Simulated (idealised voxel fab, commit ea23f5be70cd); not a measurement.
Presented below is a process module, voxel wiring stack.
Cross-section cut spans 250 nm and uses square cells 5 nm in size.
Heads up, the way a cross-section reads in here is a grid of square cells, handed over as bands from the top down, with every band being one or more rows of cells. A band entry consists of two parts. The first gives the height of the band's top and the height of its bottom, in nm. The rest lists the band's materials from left to right, each with its width in nm. A single material labelled with the word "edge to edge" fills the band from edge to edge, and the word "air" marks empty space. Beneath 0, the wafer as received is one material, and that level is where height counting begins. The lowest band goes on downward without a bottom; it is written like "0 and below". With a width like "30 to 40", each row of cells in the band differs from the next by the same amount, the top row carrying the first number and the bottom row the second. "identical to before" after a step means that no cell of the cross-section changed. Basically, "Closed void register" tells you about the enclosed voids: empty spaces with no open way to the top, 8 cells or bigger, each written width x height at distance, where distance is from the left edge, all in nm. Read whatever lies past the settings on a step's line as the simulator's own remark about the step. You can add "overlay nm" to a step's line. For a step with a mask, it describes how far the mask lay to the right of its planned position, and a negative number describes a lay to the left.

[List of planned process steps]
1 op RECEIVE | material Si
2 op CONFORMAL_DEP | material SiO2 | thk nm 10
3 op CONFORMAL_DEP | material SiCN | thk nm 5
4 op DIRECTIONAL_DEP | material SiO2 | thk nm 15
5 op DIRECTIONAL_DEP | material aC | thk nm 10
6 op PATTERN | tone open | mask id METAL_1 | material resist | width nm 20 | pitch nm 35 | thk nm 25 | overlay nm 0
7 op DIRECTIONAL_ETCH | etch materials aC | depth nm 10
8 op STRIP | etch materials resist
9 op DIRECTIONAL_ETCH | etch materials SiO2 | depth nm 15
10 op DIRECTIONAL_ETCH | etch materials SiCN | depth nm 5
11 op STRIP | etch materials aC
12 op CONFORMAL_DEP | material TiN | thk nm 5
13 op FILL_DEP | material Cu | thk nm 10
14 op CMP | height nm 30
15 op EPI | material Ru | thk nm 5
16 op FILL_DEP | material SiCN | thk nm 5
17 op DIRECTIONAL_DEP | material SiO2 | thk nm 15
18 op DIRECTIONAL_DEP | material aC | thk nm 10
19 op PATTERN | tone open | mask id PLUG_1 | material resist | width nm 15 | pitch nm 70 | thk nm 25 | overlay nm 0
20 op DIRECTIONAL_ETCH | etch materials aC | depth nm 10
21 op STRIP | etch materials resist
22 op DIRECTIONAL_ETCH | etch materials SiO2 | depth nm 15
23 op DIRECTIONAL_ETCH | etch materials SiCN | depth nm 5
24 op STRIP | etch materials aC
25 op CONFORMAL_DEP | material TiN | thk nm 5
26 op FILL_DEP | material W | thk nm 5
27 op CMP | height nm 55
28 op DIRECTIONAL_DEP | material TiN | thk nm 5
29 op DIRECTIONAL_DEP | material W | thk nm 25
30 op MASKED_ETCH | tone cover | mask id METAL_2 | width nm 20 | pitch nm 35 | etch materials W | depth nm 25 | overlay nm 0
31 op MASKED_ETCH | tone cover | mask id METAL_2 | width nm 20 | pitch nm 35 | etch materials TiN | depth nm 5 | overlay nm 0
32 op CONFORMAL_DEP | material SiN | thk nm 5
33 op FILL_DEP | material SiO2 | thk nm 5
34 op CMP | height nm 85
35 op CONFORMAL_DEP | material SiCN | thk nm 5
36 op DIRECTIONAL_DEP | material lowk | thk nm 25
37 op DIRECTIONAL_DEP | material aC | thk nm 10
38 op PATTERN | tone open | mask id METAL_3 | material resist | width nm 20 | pitch nm 35 | thk nm 25 | overlay nm 0
39 op DIRECTIONAL_ETCH | etch materials aC | depth nm 10
40 op STRIP | etch materials resist
41 op DIRECTIONAL_ETCH | etch materials lowk | depth nm 15
42 op STRIP | etch materials aC
43 op PATTERN | tone open | mask id METAL_3_HOLES | material resist | width nm 15 | pitch nm 35 | thk nm 20 | overlay nm 0
44 op DIRECTIONAL_ETCH | etch materials lowk | depth nm 10
45 op DIRECTIONAL_ETCH | etch materials SiCN | depth nm 5
46 op STRIP | etch materials resist
47 op CONFORMAL_DEP | material TiN | thk nm 5
48 op FILL_DEP | material Cu | thk nm 10
49 op CMP | height nm 115
50 op CONFORMAL_DEP | material SiN | thk nm 5

[Cross-section: wafer on arrival = after step 1]
> 0 and below = Si edge to edge
> Closed void register: none

[Figure: cross-sectional view of the wafer upon completion of the module, processed from the initial state and according to the plan depicted above, with one error introduced during execution]
> 120 down to 115 = SiN edge to edge
> 115 down to 105 = lowk: 80, then TiN: 5, then Cu: 10, then TiN: 5, then lowk: 15, then TiN: 5, then Cu: 10, then TiN: 5, then lowk: 15, then TiN: 5, then Cu: 10, then TiN: 5, then lowk: 80
> 105 down to 100 = lowk: 80, then TiN: 5, then Cu: 5, then TiN: 10, then lowk: 15, then TiN: 5, then Cu: 5, then TiN: 10, then lowk: 15, then TiN: 5, then Cu: 5, then TiN: 10, then lowk: 80
> 100 down to 90 = lowk: 80, then TiN: 5, then Cu: 5, then TiN: 5, then lowk: 20, then TiN: 5, then Cu: 5, then TiN: 5, then lowk: 20, then TiN: 5, then Cu: 5, then TiN: 5, then lowk: 85
> 90 down to 85 = SiCN: 80, then TiN: 15, then SiCN: 20, then TiN: 15, then SiCN: 20, then TiN: 15, then SiCN: 85
> 85 down to 60 = SiO2: 75, then SiN: 5, then W: 20, then SiN: 5, then SiO2: 5, then SiN: 5, then W: 20, then SiN: 5, then SiO2: 5, then SiN: 5, then W: 20, then SiN: 5, then SiO2: 75
> 60 down to 55 = SiN: 80, then TiN: 20, then SiN: 15, then TiN: 20, then SiN: 15, then TiN: 20, then SiN: 80
> 55 down to 40 = SiO2: 80, then TiN: 5, then W: 5, then TiN: 5, then SiO2: 55, then TiN: 5, then W: 5, then TiN: 5, then SiO2: 85
> 40 down to 35 = SiCN: 80, then TiN: 15, then SiCN: 55, then TiN: 15, then SiCN: 85
> 35 down to 30 = SiCN: 75, then Ru: 30, then SiCN: 5, then Ru: 30, then SiCN: 5, then Ru: 30, then SiCN: 75
> 30 down to 20 = SiO2: 80, then TiN: 5, then Cu: 10, then TiN: 5, then SiO2: 15, then TiN: 5, then Cu: 10, then TiN: 5, then SiO2: 15, then TiN: 5, then Cu: 10, then TiN: 5, then SiO2: 80
> 20 down to 15 = SiO2: 80, then TiN: 20, then SiO2: 15, then TiN: 20, then SiO2: 15, then TiN: 20, then SiO2: 80
> 15 down to 10 = Ru edge to edge
> 10 down to 0 = SiO2 edge to edge
> 0 and below = Si edge to edge
> Closed void register: none
Finding, execution versus plan: in deviation from the planned setting, step 3 was conducted as op CONFORMAL_DEP | material Ru | thk nm 5
